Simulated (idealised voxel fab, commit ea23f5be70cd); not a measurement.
You're looking at the process module voxel wiring stack.
Pictured: cross-section cut, 215 nm wide, on a grid of 5 nm square cells.
Each cross-section below is a grid of square cells, stated as bands in top-down order, with one or more rows of cells making up each band. This entry defines a band. It first specifies the height of the band's top and the height of its bottom in nm, and then specifies the band's materials from left to right, stating each material with its width in nm. The word "full width" identifies a single material that fills the band from edge to edge, while the word "blank" identifies empty space. For the purposes of this specification, 0 denotes the height below which the wafer in its as-received condition is composed wholly of one material, and the lowermost band, lacking a lower limit, extends downward without end, as expressed in "0..down". The width entry "30 to 40" should be interpreted row by row: the top row of cells in the band takes the first number, the bottom row takes the second number, and the change between adjacent rows is uniform throughout. When a step is marked "nothing changed", none of the cells in the cross-section changed during that step. Any empty space of 8 cells or more lacking an open way to the top shows up in "Voids, enclosed" as width x height at distance, distance from the left edge, in nm. Where a step's line continues beyond its settings, the continuation is a remark by the simulator itself on that step. The setting "overlay nm" may be written on the line of a step. When the step uses a mask, the value reports how far to the right of the planned place the mask lay, and a negative value reports that it lay to the left.
# Below is the list of planned process steps
step 1: RECEIVE, material Si
step 2: CONFORMAL_DEP, material SiO2, thk nm 10
step 3: CONFORMAL_DEP, material SiN, thk nm 5
step 4: DIRECTIONAL_DEP, material SiO2, thk nm 20
step 5: PATTERN, tone open, mask id METAL_1, material resist, width nm 30, pitch nm 50, thk nm 15, overlay nm 0
step 6: DIRECTIONAL_ETCH, etch materials SiO2, depth nm 20
step 7: DIRECTIONAL_ETCH, etch materials SiN, depth nm 5
step 8: STRIP, etch materials resist
step 9: CONFORMAL_DEP, material TiN, thk nm 5
step 10: FILL_DEP, material W, thk nm 5
step 11: CMP, height nm 35
step 12: CONFORMAL_DEP, material SiCN, thk nm 5
step 13: DIRECTIONAL_DEP, material SiO2, thk nm 10
step 14: DIRECTIONAL_DEP, material aC, thk nm 15
step 15: PATTERN, tone open, mask id PLUG_1, material resist, width nm 15, pitch nm 100, thk nm 35, overlay nm 0
step 16: DIRECTIONAL_ETCH, etch materials aC, depth nm 15
step 17: STRIP, etch materials resist
step 18: DIRECTIONAL_ETCH, etch materials SiO2, depth nm 10
step 19: DIRECTIONAL_ETCH, etch materials SiCN, depth nm 5
step 20: STRIP, etch materials aC
step 21: EPI, material Ru, thk nm 10
step 22: EPI, material Ru, thk nm 5
step 23: DIRECTIONAL_DEP, material TiN, thk nm 5
step 24: DIRECTIONAL_DEP, material Ru, thk nm 25
step 25: PATTERN, tone cover, mask id METAL_2, material resist, width nm 30, pitch nm 50, thk nm 15, overlay nm 0
step 26: DIRECTIONAL_ETCH, etch materials Ru, depth nm 25
step 27: DIRECTIONAL_ETCH, etch materials TiN, depth nm 5
step 28: STRIP, etch materials resist
step 29: CONFORMAL_DEP, material SiN, thk nm 5
step 30: FILL_DEP, material SiO2, thk nm 5
step 31: CMP, height nm 80
step 32: CONFORMAL_DEP, material SiCN, thk nm 5
step 33: DIRECTIONAL_DEP, material lowk, thk nm 25
step 34: DIRECTIONAL_DEP, material aC, thk nm 10
step 35: PATTERN, tone open, mask id METAL_3_HOLES, material resist, width nm 15, pitch nm 50, thk nm 30, overlay nm 0
step 36: DIRECTIONAL_ETCH, etch materials aC, depth nm 10
step 37: STRIP, etch materials resist
step 38: DIRECTIONAL_ETCH, etch materials lowk, depth nm 25
step 39: STRIP, etch materials aC
step 40: DIRECTIONAL_DEP, material aC, thk nm 15
step 41: PATTERN, tone open, mask id METAL_3, material resist, width nm 30, pitch nm 50, thk nm 35, overlay nm 0
step 42: DIRECTIONAL_ETCH, etch materials aC, depth nm 15
step 43: STRIP, etch materials resist
step 44: DIRECTIONAL_ETCH, etch materials lowk, depth nm 15
step 45: DIRECTIONAL_ETCH, etch materials SiCN, depth nm 5
step 46: STRIP, etch materials aC
step 47: CONFORMAL_DEP, material TiN, thk nm 5
step 48: FILL_DEP, material Cu, thk nm 10
step 49: CMP, height nm 110
step 50: CONFORMAL_DEP, material SiCN, thk nm 5
step 51: DIRECTIONAL_DEP, material lowk, thk nm 15
step 52: PATTERN, tone open, mask id PLUG_3, material resist, width nm 15, pitch nm 50, thk nm 20, overlay nm 0
step 53: DIRECTIONAL_ETCH, etch materials lowk, depth nm 15
step 54: DIRECTIONAL_ETCH, etch materials SiCN, depth nm 5
step 55: STRIP, etch materials resist
step 56: CONFORMAL_DEP, material TiN, thk nm 5
step 57: FILL_DEP, material Ru, thk nm 5
step 58: CMP, height nm 130
step 59: CONFORMAL_DEP, material SiCN, thk nm 5
step 60: DIRECTIONAL_DEP, material SiO2, thk nm 25
step 61: MASKED_ETCH, tone open, mask id METAL_4, width nm 30, pitch nm 50, etch materials SiO2, depth nm 25, overlay nm 0
step 62: MASKED_ETCH, tone open, mask id METAL_4, width nm 30, pitch nm 50, etch materials SiCN, depth nm 5, overlay nm 0
step 63: CONFORMAL_DEP, material TiN, thk nm 5
step 64: FILL_DEP, material Cu, thk nm 10
step 65: CMP, height nm 160
step 66: EPI, material Ru, thk nm 5
step 67: FILL_DEP, material SiCN, thk nm 5
# The following pertains to the first of two wafers, which was processed as planned
# So this is the incoming wafer in cross-section - it's already been through step 1
- 0..down | Si full width
- Voids, enclosed: none
# The wafer in cross-section once step 2 is complete
- 10..0 | SiO2 full width
- Below 0, the layers are the same as they were.
# The wafer in cross-section once step 3 is complete
- 15..10 | SiN full width
- Below 10, the layers are the same as they were.
# The wafer in cross-section once step 4 is complete
- 35..15 | SiO2 full width
- Below 15, the layers are the same as they were.
# The wafer in cross-section once step 5 is complete
- 50..35 | resist 40, then blank 30, then resist 20, then blank 30, then resist 20, then blank 30, then resist 45
- Below 35, the layers are the same as they were.
# The wafer in cross-section once step 6 is complete
- 50..35 | resist 40, then blank 30, then resist 20, then blank 30, then resist 20, then blank 30, then resist 45
- 35..15 | SiO2 40, then blank 30, then SiO2 20, then blank 30, then SiO2 20, then blank 30, then SiO2 45
- Below 15, the layers are the same as they were.
# The wafer in cross-section once step 7 is complete
- 50..35 | resist 40, then blank 30, then resist 20, then blank 30, then resist 20, then blank 30, then resist 45
- 35..15 | SiO2 40, then blank 30, then SiO2 20, then blank 30, then SiO2 20, then blank 30, then SiO2 45
- 15..10 | SiN 40, then blank 30, then SiN 20, then blank 30, then SiN 20, then blank 30, then SiN 45
- Below 10, the layers are the same as they were.
# The wafer in cross-section once step 8 is complete
- 35..15 | SiO2 40, then blank 30, then SiO2 20, then blank 30, then SiO2 20, then blank 30, then SiO2 45
- Below 15, the layers are the same as they were.
# The wafer in cross-section once step 9 is complete
- 40..35 | TiN 45, then blank 20, then TiN 30, then blank 20, then TiN 30, then blank 20, then TiN 50
- 35..15 | SiO2 40, then TiN 5, then blank 20, then TiN 5, then SiO2 20, then TiN 5, then blank 20, then TiN 5, then SiO2 20, then TiN 5, then blank 20, then TiN 5, then SiO2 45
- 15..10 | SiN 40, then TiN 30, then SiN 20, then TiN 30, then SiN 20, then TiN 30, then SiN 45
- Below 10, the layers are the same as they were.
# The wafer in cross-section once step 10 is complete
- 45..40 | W full width
- 40..35 | TiN 45, then W 20, then TiN 30, then W 20, then TiN 30, then W 20, then TiN 50
- 35..15 | SiO2 40, then TiN 5, then W 20, then TiN 5, then SiO2 20, then TiN 5, then W 20, then TiN 5, then SiO2 20, then TiN 5, then W 20, then TiN 5, then SiO2 45
- Below 15, the layers are the same as they were.
# The wafer in cross-section once step 11 is complete
- 35..15 | SiO2 40, then TiN 5, then W 20, then TiN 5, then SiO2 20, then TiN 5, then W 20, then TiN 5, then SiO2 20, then TiN 5, then W 20, then TiN 5, then SiO2 45
- Below 15, the layers are the same as they were.
# The wafer in cross-section once step 12 is complete
- 40..35 | SiCN full width
- Below 35, the layers are the same as they were.
# The wafer in cross-section once step 13 is complete
- 50..40 | SiO2 full width
- Below 40, the layers are the same as they were.
# The wafer in cross-section once step 14 is complete
- 65..50 | aC full width
- Below 50, the layers are the same as they were.
# The wafer in cross-section once step 15 is complete
- 100..65 | resist 40, then blank 15, then resist 85, then blank 15, then resist 60
- Below 65, the layers are the same as they were.
# The wafer in cross-section once step 16 is complete
- 85..65 | resist 40, then blank 15, then resist 85, then blank 15, then resist 60
- 65..50 | aC 40, then blank 15, then aC 85, then blank 15, then aC 60
- Below 50, the layers are the same as they were.
# The wafer in cross-section once step 17 is complete
- 65..50 | aC 40, then blank 15, then aC 85, then blank 15, then aC 60
- Below 50, the layers are the same as they were.
# The wafer in cross-section once step 18 is complete
- 65..50 | aC 40, then blank 15, then aC 85, then blank 15, then aC 60
- 50..40 | SiO2 40, then blank 15, then SiO2 85, then blank 15, then SiO2 60
- Below 40, the layers are the same as they were.
# The wafer in cross-section once step 19 is complete
- 65..50 | aC 40, then blank 15, then aC 85, then blank 15, then aC 60
- 50..40 | SiO2 40, then blank 15, then SiO2 85, then blank 15, then SiO2 60
- 40..35 | SiCN 40, then blank 15, then SiCN 85, then blank 15, then SiCN 60
- Below 35, the layers are the same as they were.
# The wafer in cross-section once step 20 is complete
- 50..40 | SiO2 40, then blank 15, then SiO2 85, then blank 15, then SiO2 60
- Below 40, the layers are the same as they were.
# The wafer in cross-section once step 21 is complete
- 50..45 | SiO2 40, then blank 15, then SiO2 85, then blank 15, then SiO2 60
- 45..40 | SiO2 40, then Ru 15, then SiO2 85, then Ru 15, then SiO2 60
- 40..35 | SiCN 40, then Ru 15, then SiCN 85, then Ru 15, then SiCN 60
- Below 35, the layers are the same as they were.
# The wafer in cross-section once step 22 is complete
- 50..40 | SiO2 40, then Ru 15, then SiO2 85, then Ru 15, then SiO2 60
- Below 40, the layers are the same as they were.
# The wafer in cross-section once step 23 is complete
- 55..50 | TiN full width
- Below 50, the layers are the same as they were.
# The wafer in cross-section once step 24 is complete
- 80..55 | Ru full width
- Below 55, the layers are the same as they were.
# The wafer in cross-section once step 25 is complete
- 95..80 | blank 40, then resist 30, then blank 20, then resist 30, then blank 20, then resist 30, then blank 45
- Below 80, the layers are the same as they were.
# The wafer in cross-section once step 26 is complete
- 95..80 | blank 40, then resist 30, then blank 20, then resist 30, then blank 20, then resist 30, then blank 45
- 80..55 | blank 40, then Ru 30, then blank 20, then Ru 30, then blank 20, then Ru 30, then blank 45
- Below 55, the layers are the same as they were.
# The wafer in cross-section once step 27 is complete
- 95..80 | blank 40, then resist 30, then blank 20, then resist 30, then blank 20, then resist 30, then blank 45
- 80..55 | blank 40, then Ru 30, then blank 20, then Ru 30, then blank 20, then Ru 30, then blank 45
- 55..50 | blank 40, then TiN 30, then blank 20, then TiN 30, then blank 20, then TiN 30, then blank 45
- Below 50, the layers are the same as they were.
# The wafer in cross-section once step 28 is complete
- 80..55 | blank 40, then Ru 30, then blank 20, then Ru 30, then blank 20, then Ru 30, then blank 45
- Below 55, the layers are the same as they were.
# The wafer in cross-section once step 29 is complete
- 85..80 | blank 35, then SiN 40, then blank 10, then SiN 40, then blank 10, then SiN 40, then blank 40
- 80..55 | blank 35, then SiN 5, then Ru 30, then SiN 5, then blank 10, then SiN 5, then Ru 30, then SiN 5, then blank 10, then SiN 5, then Ru 30, then SiN 5, then blank 40
- 55..50 | SiN 40, then TiN 30, then SiN 20, then TiN 30, then SiN 20, then TiN 30, then SiN 45
- Below 50, the layers are the same as they were.
# The wafer in cross-section once step 30 is complete
- 90..85 | SiO2 full width
- 85..80 | SiO2 35, then SiN 40, then SiO2 10, then SiN 40, then SiO2 10, then SiN 40, then SiO2 40
- 80..55 | SiO2 35, then SiN 5, then Ru 30, then SiN 5, then SiO2 10, then SiN 5, then Ru 30, then SiN 5, then SiO2 10, then SiN 5, then Ru 30, then SiN 5, then SiO2 40
- Below 55, the layers are the same as they were.
# The wafer in cross-section once step 31 is complete
- 80..55 | SiO2 35, then SiN 5, then Ru 30, then SiN 5, then SiO2 10, then SiN 5, then Ru 30, then SiN 5, then SiO2 10, then SiN 5, then Ru 30, then SiN 5, then SiO2 40
- Below 55, the layers are the same as they were.
# The wafer in cross-section once step 32 is complete
- 85..80 | SiCN full width
- Below 80, the layers are the same as they were.
# The wafer in cross-section once step 33 is complete
- 110..85 | lowk full width
- Below 85, the layers are the same as they were.
# The wafer in cross-section once step 34 is complete
- 120..110 | aC full width
- Below 110, the layers are the same as they were.
# The wafer in cross-section once step 35 is complete
- 150..120 | resist 40, then blank 15, then resist 35, then blank 15, then resist 35, then blank 15, then resist 60
- Below 120, the layers are the same as they were.
# The wafer in cross-section once step 36 is complete
- 140..120 | resist 40, then blank 15, then resist 35, then blank 15, then resist 35, then blank 15, then resist 60
- 120..110 | aC 40, then blank 15, then aC 35, then blank 15, then aC 35, then blank 15, then aC 60
- Below 110, the layers are the same as they were.
# The wafer in cross-section once step 37 is complete
- 120..110 | aC 40, then blank 15, then aC 35, then blank 15, then aC 35, then blank 15, then aC 60
- Below 110, the layers are the same as they were.
# The wafer in cross-section once step 38 is complete
- 120..110 | aC 40, then blank 15, then aC 35, then blank 15, then aC 35, then blank 15, then aC 60
- 110..85 | lowk 40, then blank 15, then lowk 35, then blank 15, then lowk 35, then blank 15, then lowk 60
- Below 85, the layers are the same as they were.
# The wafer in cross-section once step 39 is complete
- 110..85 | lowk 40, then blank 15, then lowk 35, then blank 15, then lowk 35, then blank 15, then lowk 60
- Below 85, the layers are the same as they were.
# The wafer in cross-section once step 40 is complete
- 125..110 | aC 40, then blank 15, then aC 35, then blank 15, then aC 35, then blank 15, then aC 60
- 110..100 | lowk 40, then blank 15, then lowk 35, then blank 15, then lowk 35, then blank 15, then lowk 60
- 100..85 | lowk 40, then aC 15, then lowk 35, then aC 15, then lowk 35, then aC 15, then lowk 60
- Below 85, the layers are the same as they were.
# The wafer in cross-section once step 41 is complete
- 160..125 | resist 40, then blank 30, then resist 20, then blank 30, then resist 20, then blank 30, then resist 45
- Below 125, the layers are the same as they were.
# The wafer in cross-section once step 42 is complete
- 145..125 | resist 40, then blank 30, then resist 20, then blank 30, then resist 20, then blank 30, then resist 45
- 125..110 | aC 40, then blank 30, then aC 20, then blank 30, then aC 20, then blank 30, then aC 45
- 110..85 | lowk 40, then blank 15, then lowk 35, then blank 15, then lowk 35, then blank 15, then lowk 60
- Below 85, the layers are the same as they were.
# The wafer in cross-section once step 43 is complete
- 125..110 | aC 40, then blank 30, then aC 20, then blank 30, then aC 20, then blank 30, then aC 45
- Below 110, the layers are the same as they were.
# The wafer in cross-section once step 44 is complete
- 125..110 | aC 40, then blank 30, then aC 20, then blank 30, then aC 20, then blank 30, then aC 45
- 110..95 | lowk 40, then blank 30, then lowk 20, then blank 30, then lowk 20, then blank 30, then lowk 45
- Below 95, the layers are the same as they were.
# The wafer in cross-section once step 45 is complete
- 125..110 | aC 40, then blank 30, then aC 20, then blank 30, then aC 20, then blank 30, then aC 45
- 110..95 | lowk 40, then blank 30, then lowk 20, then blank 30, then lowk 20, then blank 30, then lowk 45
- 95..85 | lowk 40, then blank 15, then lowk 35, then blank 15, then lowk 35, then blank 15, then lowk 60
- 85..80 | SiCN 40, then blank 15, then SiCN 35, then blank 15, then SiCN 35, then blank 15, then SiCN 60
- Below 80, the layers are the same as they were.
# The wafer in cross-section once step 46 is complete
- 110..95 | lowk 40, then blank 30, then lowk 20, then blank 30, then lowk 20, then blank 30, then lowk 45
- Below 95, the layers are the same as they were.
# The wafer in cross-section once step 47 is complete
- 115..110 | TiN 45, then blank 20, then TiN 30, then blank 20, then TiN 30, then blank 20, then TiN 50
- 110..100 | lowk 40, then TiN 5, then blank 20, then TiN 5, then lowk 20, then TiN 5, then blank 20, then TiN 5, then lowk 20, then TiN 5, then blank 20, then TiN 5, then lowk 45
- 100..95 | lowk 40, then TiN 5, then blank 5, then TiN 20, then lowk 20, then TiN 5, then blank 5, then TiN 20, then lowk 20, then TiN 5, then blank 5, then TiN 20, then lowk 45
- 95..85 | lowk 40, then TiN 5, then blank 5, then TiN 5, then lowk 35, then TiN 5, then blank 5, then TiN 5, then lowk 35, then TiN 5, then blank 5, then TiN 5, then lowk 60
- 85..80 | SiCN 40, then TiN 15, then SiCN 35, then TiN 15, then SiCN 35, then TiN 15, then SiCN 60
- Below 80, the layers are the same as they were.
# The wafer in cross-section once step 48 is complete
- 125..115 | Cu full width
- 115..110 | TiN 45, then Cu 20, then TiN 30, then Cu 20, then TiN 30, then Cu 20, then TiN 50
- 110..100 | lowk 40, then TiN 5, then Cu 20, then TiN 5, then lowk 20, then TiN 5, then Cu 20, then TiN 5, then lowk 20, then TiN 5, then Cu 20, then TiN 5, then lowk 45
- 100..95 | lowk 40, then TiN 5, then Cu 5, then TiN 20, then lowk 20, then TiN 5, then Cu 5, then TiN 20, then lowk 20, then TiN 5, then Cu 5, then TiN 20, then lowk 45
- 95..85 | lowk 40, then TiN 5, then Cu 5, then TiN 5, then lowk 35, then TiN 5, then Cu 5, then TiN 5, then lowk 35, then TiN 5, then Cu 5, then TiN 5, then lowk 60
- Below 85, the layers are the same as they were.
# The wafer in cross-section once step 49 is complete
- 110..100 | lowk 40, then TiN 5, then Cu 20, then TiN 5, then lowk 20, then TiN 5, then Cu 20, then TiN 5, then lowk 20, then TiN 5, then Cu 20, then TiN 5, then lowk 45
- Below 100, the layers are the same as they were.
# The wafer in cross-section once step 50 is complete
- 115..110 | SiCN full width
- Below 110, the layers are the same as they were.
# The wafer in cross-section once step 51 is complete
- 130..115 | lowk full width
- Below 115, the layers are the same as they were.
# The wafer in cross-section once step 52 is complete
- 150..130 | resist 40, then blank 15, then resist 35, then blank 15, then resist 35, then blank 15, then resist 60
- Below 130, the layers are the same as they were.
# The wafer in cross-section once step 53 is complete
- 150..130 | resist 40, then blank 15, then resist 35, then blank 15, then resist 35, then blank 15, then resist 60
- 130..115 | lowk 40, then blank 15, then lowk 35, then blank 15, then lowk 35, then blank 15, then lowk 60
- Below 115, the layers are the same as they were.
# The wafer in cross-section once step 54 is complete
- 150..130 | resist 40, then blank 15, then resist 35, then blank 15, then resist 35, then blank 15, then resist 60
- 130..115 | lowk 40, then blank 15, then lowk 35, then blank 15, then lowk 35, then blank 15, then lowk 60
- 115..110 | SiCN 40, then blank 15, then SiCN 35, then blank 15, then SiCN 35, then blank 15, then SiCN 60
- Below 110, the layers are the same as they were.
# The wafer in cross-section once step 55 is complete
- 130..115 | lowk 40, then blank 15, then lowk 35, then blank 15, then lowk 35, then blank 15, then lowk 60
- Below 115, the layers are the same as they were.
# The wafer in cross-section once step 56 is complete
- 135..130 | TiN 45, then blank 5, then TiN 45, then blank 5, then TiN 45, then blank 5, then TiN 65
- 130..115 | lowk 40, then TiN 5, then blank 5, then TiN 5, then lowk 35, then TiN 5, then blank 5, then TiN 5, then lowk 35, then TiN 5, then blank 5, then TiN 5, then lowk 60
- 115..110 | SiCN 40, then TiN 15, then SiCN 35, then TiN 15, then SiCN 35, then TiN 15, then SiCN 60
- Below 110, the layers are the same as they were.
# The wafer in cross-section once step 57 is complete
- 140..135 | Ru full width
- 135..130 | TiN 45, then Ru 5, then TiN 45, then Ru 5, then TiN 45, then Ru 5, then TiN 65
- 130..115 | lowk 40, then TiN 5, then Ru 5, then TiN 5, then lowk 35, then TiN 5, then Ru 5, then TiN 5, then lowk 35, then TiN 5, then Ru 5, then TiN 5, then lowk 60
- Below 115, the layers are the same as they were.
# The wafer in cross-section once step 58 is complete
- 130..115 | lowk 40, then TiN 5, then Ru 5, then TiN 5, then lowk 35, then TiN 5, then Ru 5, then TiN 5, then lowk 35, then TiN 5, then Ru 5, then TiN 5, then lowk 60
- Below 115, the layers are the same as they were.
# The wafer in cross-section once step 59 is complete
- 135..130 | SiCN full width
- Below 130, the layers are the same as they were.
# The wafer in cross-section once step 60 is complete
- 160..135 | SiO2 full width
- Below 135, the layers are the same as they were.
# The wafer in cross-section once step 61 is complete
- 160..135 | SiO2 40, then blank 30, then SiO2 20, then blank 30, then SiO2 20, then blank 30, then SiO2 45
- Below 135, the layers are the same as they were.
# The wafer in cross-section once step 62 is complete
- 160..135 | SiO2 40, then blank 30, then SiO2 20, then blank 30, then SiO2 20, then blank 30, then SiO2 45
- 135..130 | SiCN 40, then blank 30, then SiCN 20, then blank 30, then SiCN 20, then blank 30, then SiCN 45
- Below 130, the layers are the same as they were.
# The wafer in cross-section once step 63 is complete
- 165..160 | TiN 45, then blank 20, then TiN 30, then blank 20, then TiN 30, then blank 20, then TiN 50
- 160..135 | SiO2 40, then TiN 5, then blank 20, then TiN 5, then SiO2 20, then TiN 5, then blank 20, then TiN 5, then SiO2 20, then TiN 5, then blank 20, then TiN 5, then SiO2 45
- 135..130 | SiCN 40, then TiN 30, then SiCN 20, then TiN 30, then SiCN 20, then TiN 30, then SiCN 45
- Below 130, the layers are the same as they were.
# The wafer in cross-section once step 64 is complete
- 175..165 | Cu full width
- 165..160 | TiN 45, then Cu 20, then TiN 30, then Cu 20, then TiN 30, then Cu 20, then TiN 50
- 160..135 | SiO2 40, then TiN 5, then Cu 20, then TiN 5, then SiO2 20, then TiN 5, then Cu 20, then TiN 5, then SiO2 20, then TiN 5, then Cu 20, then TiN 5, then SiO2 45
- Below 135, the layers are the same as they were.
# The wafer in cross-section once step 65 is complete
- 160..135 | SiO2 40, then TiN 5, then Cu 20, then TiN 5, then SiO2 20, then TiN 5, then Cu 20, then TiN 5, then SiO2 20, then TiN 5, then Cu 20, then TiN 5, then SiO2 45
- Below 135, the layers are the same as they were.
# The wafer in cross-section once step 66 is complete
- 165..160 | blank 35, then Ru 40, then blank 10, then Ru 40, then blank 10, then Ru 40, then blank 40
- Below 160, the layers are the same as they were.
# The wafer in cross-section once step 67 is complete
- 170..165 | SiCN full width
- 165..160 | SiCN 35, then Ru 40, then SiCN 10, then Ru 40, then SiCN 10, then Ru 40, then SiCN 40
- Below 160, the layers are the same as they were.
# Okay, second wafer. Nothing different at the start, nothing different in the plan, just one mistake somewhere in the running. As far as step 66, counting that step, it's the first wafer all over again
Look at the second wafer in cross-section at the time step 67 ought to have finished: nothing changed
Heads up, the wafer didn't run the way we planned it: step 67 was left out
Once processing is complete, comparing cell counts shows that the second wafer has more or fewer of certain materials than the first: 62 fewer of SiCN
